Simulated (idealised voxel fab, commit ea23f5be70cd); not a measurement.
You're looking at the process module voxel fin reveal.
In the cross-section labelled cut, the width is 270 nm and each square cell is 5 nm.
The cross-sections in this document take the form of a grid made of square cells. They are written out as bands, in order from top to bottom. Each band consists of one or more rows of cells.
For a band, the entry starts with two heights in nm, that of the top and then that of the bottom, and carries on with the band's materials in order from left to right, each alongside its width in nm; the word "throughout" beside a single material means it fills the band edge to edge, and "air" means empty space.
Heights from 0 (as-received wafer is one material below). Bottom band endless downward, as "from 0 down".
Width spec "30..40" -> top row of cells at first value, bottom row at second value, equal per-row change in between.
Reading "stayed the same" for a step: not a cell of the cross-section changed in it.
The label "Enclosed void list" introduces a list of the empty spaces, 8 cells or larger, that have no open way up to the top; each entry in it reads width x height at distance, where the distance is taken from the left edge and all three are stated in nm.
Where a step's line continues beyond its settings, the continuation is a remark by the simulator itself on that step.
Among the settings permitted on a step's line is "overlay nm"; applied to a step with a mask, it specifies the extent to which the mask lay to the right of its planned position, whereas a negative figure signifies a position to the left.
The following list gives the planned process steps
step 1: RECEIVE, material Si
step 2: CONFORMAL_DEP, material SiN, thk nm 10
step 3: DIRECTIONAL_DEP, material aC, thk nm 15
step 4: PATTERN, tone cover, mask id FINS, material resist, width nm 15, pitch nm 35, thk nm 35, overlay nm 0
step 5: DIRECTIONAL_ETCH, etch materials aC, depth nm 15
step 6: STRIP, etch materials resist
step 7: DIRECTIONAL_ETCH, etch materials SiN, depth nm 10
step 8: DIRECTIONAL_ETCH, etch materials Si, depth nm 40
step 9: STRIP, etch materials aC
step 10: FILL_DEP, material SiO2, thk nm 10
step 11: CMP, height nm 10
step 12: SELECTIVE_ETCH, etch materials SiO2, depth nm 20
step 13: STRIP, etch materials SiN
Cross-section of the wafer at receipt, which is the condition after step 1
    from 0 down | Si throughout
    Enclosed void list: none
First of two wafers at the end of the module, shown in cross-section; run carried out as planned
    from 0 to -10 | 110 air | 15 Si | 20 air | 15 Si | 110 air
    from -10 to -40 | 110 SiO2 | 15 Si | 20 SiO2 | 15 Si | 110 SiO2
    from -40 down | Si throughout
    Enclosed void list: none
This cross-section belongs to the second wafer of two at the end of the module; the start and the plan were shared with the first, and the run included one mistake
    from 0 to -10 | 120 air | 15 Si | 20 air | 15 Si | 100 air
    from -10 to -40 | 120 SiO2 | 15 Si | 20 SiO2 | 15 Si | 100 SiO2
    from -40 down | Si throughout
    Enclosed void list: none
Against the plan, the run slipped here: so step 4 ended up running with a different setting than we planned, it ran as PATTERN, tone cover, mask id FINS, material resist, width nm 15, pitch nm 35, thk nm 35, overlay nm 10
At the close, every material occupies the same number of cells on the second wafer as on the first, only in different positions.
